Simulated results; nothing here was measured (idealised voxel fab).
process module | voxel double patterning
For reference, the cross-section in this document is cut, with width 265 nm and square cells of 5 nm.
Cross-sections here: square-cell grids, written as top-down lists of bands, a band being one or more rows of cells.
Each band's line starts with the height of the band's top and of its bottom, in nm. Then come its materials from left to right, each with its width in nm. One material with "edge to edge" fills the band from edge to edge. "air" is empty space.
The reference from which all heights are counted is 0, the level beneath which the as-received wafer is entirely one material; the lowest band, having no lower bound, proceeds downward and is written after the example "0 down".
So if you see something like "30->40" for the width, read it as the top row of the band sitting at the first number and the bottom row at the second, with every row in between moving by the same amount as the last.
"everything unchanged" after a step means that no cell of the cross-section changed.
"Closed void list": empty spaces of 8 cells or more with no open way to the top, each given as width x height at distance, distance from the left edge, all in nm.
Heads up: the bit after the settings on a step's line is the simulator's remark on that step.
A step's line can hold "overlay nm"; with a mask on that step, the setting says how far right of the planned place the mask lay, while a negative setting says it lay to the left.

[The steps planned for the process are as follows]
1. RECEIVE: material Si
2. CONFORMAL_DEP: material SiO2, thk nm 5
3. DIRECTIONAL_DEP: material W, thk nm 15
4. DIRECTIONAL_DEP: material SiCN, thk nm 10
5. PATTERN: tone open, mask id FIRST, material resist, width nm 15, pitch nm 50, thk nm 20, overlay nm 0
6. DIRECTIONAL_ETCH: etch materials SiCN, depth nm 10
7. STRIP: etch materials resist
8. MASKED_ETCH: tone open, mask id SECOND, width nm 15, pitch nm 50, etch materials SiCN, depth nm 10, overlay nm 0
9. DIRECTIONAL_ETCH: etch materials W, depth nm 15
10. STRIP: etch materials SiCN
varied across the wafers: width nm of step 5. The plan shows the first wafer's value. All wafers start alike

[So this is the first of several wafers, cross-sectioned as it came to us, meaning it's at the end of step 1]
- 0 down: Si edge to edge
- Closed void list: none

[First wafer of several, cross-section, module end, after step 10 (last)]
- 20 to 5: 75 of W, 15 of air, 10 of W, 15 of air, 10 of W, 15 of air, 10 of W, 15 of air, 10 of W, 15 of air, 75 of W
- 5 to 0: SiO2 edge to edge
- 0 down: Si edge to edge
- Closed void list: none

[End of module: cross-section, last of several wafers]
- 20 to 5: 70 of W, 45 of air, 5 of W, 45 of air, 5 of W, 30 of air, 65 of W
- 5 to 0: SiO2 edge to edge
- 0 down: Si edge to edge
- Closed void list: none

[Below is a per-wafer table. In it, each row describes the wafer at the end of the module by giving, for each material, the number of cells gained (+) or lost (-) since the wafer was received, and after that the closed voids of the wafer]
width nm 15; +53 SiO2; +114 W; Closed void list: none
width nm 20; +53 SiO2; +105 W; Closed void list: none
width nm 25; +53 SiO2; +96 W; Closed void list: none
width nm 30; +53 SiO2; +87 W; Closed void list: none
